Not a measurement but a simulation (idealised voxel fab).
Process module, titled voxel spacer lines
The figure presents cross-section cut, which has a width of 290 nm and is divided into square cells with an edge length of 5 nm.
Just so we're on the same page, the cross-sections are grids of square cells, and they're listed out in bands top to bottom, each band one or more rows deep. This entry defines a band. It first specifies the height of the band's top and the height of its bottom in nm, and then specifies the band's materials from left to right, stating each material with its width in nm. The word "edge to edge" identifies a single material that fills the band from edge to edge, while the word "blank" identifies empty space. Heights are measured from 0, the level below which the as-received wafer is all one material; the lowest band has no bottom and continues downward, written as in "0 down". Graded width ("30->40"): value in top row of band = first number; value in bottom row = second number; row-to-row change constant. "no modifications" -> step changed no cross-section cell. Each empty space that has no open way to the top and spans at least 8 cells appears under "Closed-off voids" as width x height at distance, the distance counted from the left edge, all in nm. Where a step's line continues beyond its settings, the continuation is a remark by the simulator itself on that step. "overlay nm" on a masked step: distance the mask lay right of its planned place, negative for left.

STEPS PLANNED FOR THE PROCESS
| 1 | RECEIVE (material Si) |
| 2 | CONFORMAL_DEP (material Al2O3; thk nm 10) |
| 3 | DIRECTIONAL_DEP (material W; thk nm 10) |
| 4 | DIRECTIONAL_DEP (material polySi; thk nm 20) |
| 5 | PATTERN (tone cover; mask id MANDREL; material resist; width nm 20; pitch nm 60; thk nm 40; overlay nm 0) |
| 6 | DIRECTIONAL_ETCH (etch materials polySi; depth nm 30) |
| 7 | STRIP (etch materials resist) |
| 8 | CONFORMAL_DEP (material SiN; thk nm 10) |
| 9 | DIRECTIONAL_ETCH (etch materials SiN; depth nm 10) |
| 10 | STRIP (etch materials polySi) |
| 11 | DIRECTIONAL_ETCH (etch materials W; depth nm 10) |
| 12 | STRIP (etch materials SiN) |
The plan's step 4 thk nm is the first wafer's value; the wafers differ in this setting and start identical.

CROSS-SECTION OF THE FIRST OF SEVERAL WAFERS AS RECEIVED (AFTER STEP 1)
  0 down: Si edge to edge
  Closed-off voids: none

QUICK KEY FOR THE TABLE: A ROW PER WAFER, TAKEN AT THE END OF THE MODULE. FOR EACH MATERIAL IT TELLS YOU HOW MANY CELLS THE WAFER GAINED (+) OR LOST (-) SINCE IT CAME IN, AND THE CLOSED VOIDS COME AFTER
thk nm 20 | +116 Al2O3 | +16 W | Closed-off voids: none
thk nm 25 | +116 Al2O3 | +16 W | Closed-off voids: none
thk nm 30 | +116 Al2O3 | +16 W | Closed-off voids: none
thk nm 35 | +116 Al2O3 | Closed-off voids: none
thk nm 40 | +116 Al2O3 | Closed-off voids: none
thk nm 45 | +116 Al2O3 | Closed-off voids: none
